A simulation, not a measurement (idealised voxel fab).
Documented hereafter: the process module known as voxel transistor to metal.
cross-section cut | 280 nm wide | cells 5 nm
Bands, listed from the top down, are how a cross-section gets written in this document; the cross-section itself is a grid of square cells, and a band is one or more rows of them.
Heads up on the band format: heights come first, top then bottom, in nm. After that it's the materials left to right, each with its width in nm. A single material flagged "full width" fills the whole band edge to edge, and "blank" means there's empty space there.
Height is counted from the level 0, under which the received wafer is composed throughout of one material. The lowest of the bands is not closed at the bottom but continues downward, in the notation "0 nm and below".
Per-row width for "30..40": begins at first number (top row of band), ends at second number (bottom row), increment between rows held constant.
"no alterations made" -> step changed no cross-section cell.
For the entry "Unvented voids", the listed items are empty spaces with no open way to the top whose size is 8 cells or more; each item follows the pattern width x height at distance, where distance is from the left edge and all three are in nm.
On each step's line, the part that comes after the settings is the simulator's own comment on the step.
overlay nm: right-of-plan distance of the mask on a masked step; negative values mean left-of-plan.

### Intended process steps
1) RECEIVE | material Si
2) OXIDIZE | depth nm 5
3) CONFORMAL_DEP | material SiN | thk nm 15
4) MASKED_ETCH | tone cover | mask id ACTIVE | width nm 105 | pitch nm 135 | etch materials SiN | depth nm 15 | overlay nm 0
5) MASKED_ETCH | tone cover | mask id ACTIVE | width nm 105 | pitch nm 135 | etch materials SiO2 | depth nm 5 | overlay nm 0
6) MASKED_ETCH | tone cover | mask id ACTIVE | width nm 105 | pitch nm 135 | etch materials Si | depth nm 20 | overlay nm 0
7) OXIDIZE | depth nm 5
8) FILL_DEP | material SiO2 | thk nm 15
9) CMP | height nm 15
10) SELECTIVE_ETCH | etch materials SiO2 | depth nm 15
11) STRIP | etch materials SiN
12) SELECTIVE_ETCH | etch materials SiO2 | depth nm 5
13) OXIDIZE | depth nm 5
14) DIRECTIONAL_DEP | material polySi | thk nm 20
15) DIRECTIONAL_DEP | material SiCN | thk nm 15
16) PATTERN | tone cover | mask id GATE | material resist | width nm 25 | pitch nm 135 | thk nm 15 | overlay nm 0
17) DIRECTIONAL_ETCH | etch materials SiCN | depth nm 25
18) DIRECTIONAL_ETCH | etch materials polySi | depth nm 30
19) STRIP | etch materials resist
20) CONFORMAL_DEP | material SiO2 | thk nm 5
21) DIRECTIONAL_ETCH | etch materials SiO2 | depth nm 5
22) CONFORMAL_DEP | material SiN | thk nm 5
23) DIRECTIONAL_ETCH | etch materials SiN | depth nm 5
24) DIRECTIONAL_ETCH | etch materials SiO2 | depth nm 5
25) DIRECTIONAL_ETCH | etch materials Si | depth nm 5
26) EPI | material nSi | thk nm 10
27) FILL_DEP | material SiO2 | thk nm 10
28) CMP | height nm 15
29) STRIP | etch materials polySi
30) SELECTIVE_ETCH | etch materials SiO2 | depth nm 5
31) CONFORMAL_DEP | material HfO2 | thk nm 5
32) CONFORMAL_DEP | material TiN | thk nm 5
33) FILL_DEP | material W | thk nm 5
34) CMP | height nm 10
35) DIRECTIONAL_DEP | material SiO2 | thk nm 10
36) DIRECTIONAL_DEP | material aC | thk nm 10
37) PATTERN | tone open | mask id CONTACT | material resist | width nm 20 | thk nm 30 | overlay nm 0
38) DIRECTIONAL_ETCH | etch materials aC | depth nm 10
39) STRIP | etch materials resist
40) DIRECTIONAL_ETCH | etch materials SiO2 | depth nm 25
41) STRIP | etch materials aC
42) CONFORMAL_DEP | material TiN | thk nm 5
43) FILL_DEP | material W | thk nm 10
44) CMP | height nm 20
45) DIRECTIONAL_DEP | material TiN | thk nm 5
46) DIRECTIONAL_DEP | material Ru | thk nm 20
47) PATTERN | tone cover | mask id METAL_1 | material resist | width nm 20 | thk nm 20 | overlay nm 0
48) DIRECTIONAL_ETCH | etch materials Ru | depth nm 20
49) DIRECTIONAL_ETCH | etch materials TiN | depth nm 5
50) STRIP | etch materials resist
51) CONFORMAL_DEP | material SiCN | thk nm 5
52) FILL_DEP | material lowk | thk nm 10
53) CMP | height nm 45
54) CONFORMAL_DEP | material SiCN | thk nm 5
55) DIRECTIONAL_DEP | material lowk | thk nm 30
56) PATTERN | tone open | mask id METAL_2 | material resist | width nm 20 | pitch nm 135 | thk nm 15 | overlay nm 0
57) DIRECTIONAL_ETCH | etch materials lowk | depth nm 20
58) STRIP | etch materials resist
59) PATTERN | tone open | mask id METAL_2_HOLES | material resist | width nm 15 | pitch nm 135 | thk nm 15 | overlay nm 0
60) DIRECTIONAL_ETCH | etch materials lowk | depth nm 10
61) DIRECTIONAL_ETCH | etch materials SiCN | depth nm 5
62) STRIP | etch materials resist
63) CONFORMAL_DEP | material TiN | thk nm 5
64) FILL_DEP | material Ru | thk nm 5
65) CMP | height nm 80
66) CONFORMAL_DEP | material SiN | thk nm 5

### The cross-section here shows the wafer as received, i.e. in its state after step 1
* 0 nm and below: Si full width
* Unvented voids: none

### End-of-module cross-section of the first of two wafers, processed as planned
* 85 nm to 80 nm: SiN full width
* 80 nm to 65 nm: 25 of lowk | 5 of TiN | 10 of Ru | 5 of TiN | 115 of lowk | 5 of TiN | 10 of Ru | 5 of TiN | 100 of lowk
* 65 nm to 60 nm: 25 of lowk | 5 of TiN | 5 of Ru | 10 of TiN | 115 of lowk | 5 of TiN | 5 of Ru | 10 of TiN | 100 of lowk
* 60 nm to 50 nm: 25 of lowk | 5 of TiN | 5 of Ru | 5 of TiN | 120 of lowk | 5 of TiN | 5 of Ru | 5 of TiN | 105 of lowk
* 50 nm to 45 nm: 25 of SiCN | 15 of TiN | 120 of SiCN | 15 of TiN | 105 of SiCN
* 45 nm to 25 nm: 20 of lowk | 5 of SiCN | 20 of Ru | 5 of SiCN | 45 of lowk | 5 of SiCN | 20 of Ru | 5 of SiCN | 30 of lowk | 5 of SiCN | 20 of Ru | 5 of SiCN | 45 of lowk | 5 of SiCN | 20 of Ru | 5 of SiCN | 20 of lowk
* 25 nm to 20 nm: 25 of SiCN | 20 of TiN | 55 of SiCN | 20 of TiN | 40 of SiCN | 20 of TiN | 55 of SiCN | 20 of TiN | 25 of SiCN
* 20 nm to 10 nm: 25 of SiO2 | 5 of TiN | 10 of W | 5 of TiN | 55 of SiO2 | 5 of TiN | 10 of W | 5 of TiN | 40 of SiO2 | 5 of TiN | 10 of W | 5 of TiN | 55 of SiO2 | 5 of TiN | 10 of W | 5 of TiN | 25 of SiO2
* 10 nm to 0 nm: 25 of SiO2 | 5 of TiN | 10..5 of W | 5..10 of TiN | 5 of SiO2 | 5 of SiN | 5 of HfO2 | 5 of TiN | 15 of W | 5 of TiN | 5 of HfO2 | 5 of SiN | 5 of SiO2 | 5..10 of TiN | 10..5 of W | 5 of TiN | 40 of SiO2 | 5 of TiN | 10..5 of W | 5..10 of TiN | 5 of SiO2 | 5 of SiN | 5 of HfO2 | 5 of TiN | 15 of W | 5 of TiN | 5 of HfO2 | 5 of SiN | 5 of SiO2 | 5..10 of TiN | 10..5 of W | 5 of TiN | 25 of SiO2
* 0 nm to -5 nm: 25 of SiO2 | 15 of TiN | 10 of nSi | 5 of SiN | 5 of HfO2 | 25 of TiN | 5 of HfO2 | 5 of SiN | 10 of nSi | 15 of TiN | 40 of SiO2 | 15 of TiN | 10 of nSi | 5 of SiN | 5 of HfO2 | 25 of TiN | 5 of HfO2 | 5 of SiN | 10 of nSi | 15 of TiN | 25 of SiO2
* -5 nm to -10 nm: 20 of SiO2 | 30 of nSi | 5 of SiO2 | 35 of HfO2 | 5 of SiO2 | 30 of nSi | 30 of SiO2 | 30 of nSi | 5 of SiO2 | 35 of HfO2 | 5 of SiO2 | 30 of nSi | 20 of SiO2
* -10 nm to -15 nm: 25 of SiO2 | 25 of nSi | 45 of Si | 25 of nSi | 40 of SiO2 | 25 of nSi | 45 of Si | 25 of nSi | 25 of SiO2
* -15 nm to -30 nm: 25 of SiO2 | 95 of Si | 40 of SiO2 | 95 of Si | 25 of SiO2
* -30 nm and below: Si full width
* Unvented voids: none

### Presented here is a cross-section of the second of the two wafers as it stood at the end of the module. It was started in the same manner and assigned the same plan as the first wafer; however, one mistake was made in its execution
* 85 nm to 80 nm: SiN full width
* 80 nm to 65 nm: 25 of lowk | 5 of TiN | 10 of Ru | 5 of TiN | 115 of lowk | 5 of TiN | 10 of Ru | 5 of TiN | 100 of lowk
* 65 nm to 60 nm: 25 of lowk | 5 of TiN | 5 of Ru | 10 of TiN | 115 of lowk | 5 of TiN | 5 of Ru | 10 of TiN | 100 of lowk
* 60 nm to 50 nm: 25 of lowk | 5 of TiN | 5 of Ru | 5 of TiN | 120 of lowk | 5 of TiN | 5 of Ru | 5 of TiN | 105 of lowk
* 50 nm to 45 nm: 25 of SiCN | 15 of TiN | 120 of SiCN | 15 of TiN | 105 of SiCN
* 45 nm to 25 nm: 20 of lowk | 5 of SiCN | 20 of Ru | 5 of SiCN | 45 of lowk | 5 of SiCN | 20 of Ru | 5 of SiCN | 30 of lowk | 5 of SiCN | 20 of Ru | 5 of SiCN | 45 of lowk | 5 of SiCN | 20 of Ru | 5 of SiCN | 20 of lowk
* 25 nm to 20 nm: 25 of SiCN | 20 of TiN | 55 of SiCN | 20 of TiN | 40 of SiCN | 20 of TiN | 55 of SiCN | 20 of TiN | 25 of SiCN
* 20 nm to 15 nm: 25 of SiO2 | 5 of TiN | 10 of W | 5 of TiN | 55 of SiO2 | 5 of TiN | 10 of W | 5 of TiN | 40 of SiO2 | 5 of TiN | 10 of W | 5 of TiN | 55 of SiO2 | 5 of TiN | 10 of W | 5 of TiN | 25 of SiO2
* 15 nm to 10 nm: 25 of SiO2 | 20 of TiN | 55 of SiO2 | 20 of TiN | 40 of SiO2 | 20 of TiN | 55 of SiO2 | 20 of TiN | 25 of SiO2
* 10 nm to 0 nm: 55 of W | 5 of TiN | 5 of HfO2 | 5 of SiN | 5 of SiO2 | 5 of SiN | 5 of HfO2 | 5 of TiN | 100 of W | 5 of TiN | 5 of HfO2 | 5 of SiN | 5 of SiO2 | 5 of SiN | 5 of HfO2 | 5 of TiN | 55 of W
* 0 nm to -5 nm: 60 of TiN | 5 of HfO2 | 5 of SiN | 5 of nSi | 5 of SiN | 5 of HfO2 | 110 of TiN | 5 of HfO2 | 5 of SiN | 5 of nSi | 5 of SiN | 5 of HfO2 | 60 of TiN
* -5 nm to -10 nm: 65 of HfO2 | 5 of SiO2 | 5 of nSi | 5 of SiO2 | 120 of HfO2 | 5 of SiO2 | 5 of nSi | 5 of SiO2 | 65 of HfO2
* -10 nm to -15 nm: 25 of SiO2 | 45 of Si | 5 of nSi | 45 of Si | 40 of SiO2 | 45 of Si | 5 of nSi | 45 of Si | 25 of SiO2
* -15 nm to -30 nm: 25 of SiO2 | 95 of Si | 40 of SiO2 | 95 of Si | 25 of SiO2
* -30 nm and below: Si full width
* Unvented voids: none
In executing the process, a mistake was made relative to the plan: step 16 did not happen as planned, as run it was PATTERN | tone open | mask id GATE | material resist | width nm 25 | pitch nm 135 | thk nm 15 | overlay nm 0
Final difference in cells, second wafer against first, listed per material as more or fewer: 36 more of HfO2 | 18 more of Si | 72 fewer of SiO2 | 12 more of TiN | 52 more of W | 46 fewer of nSi
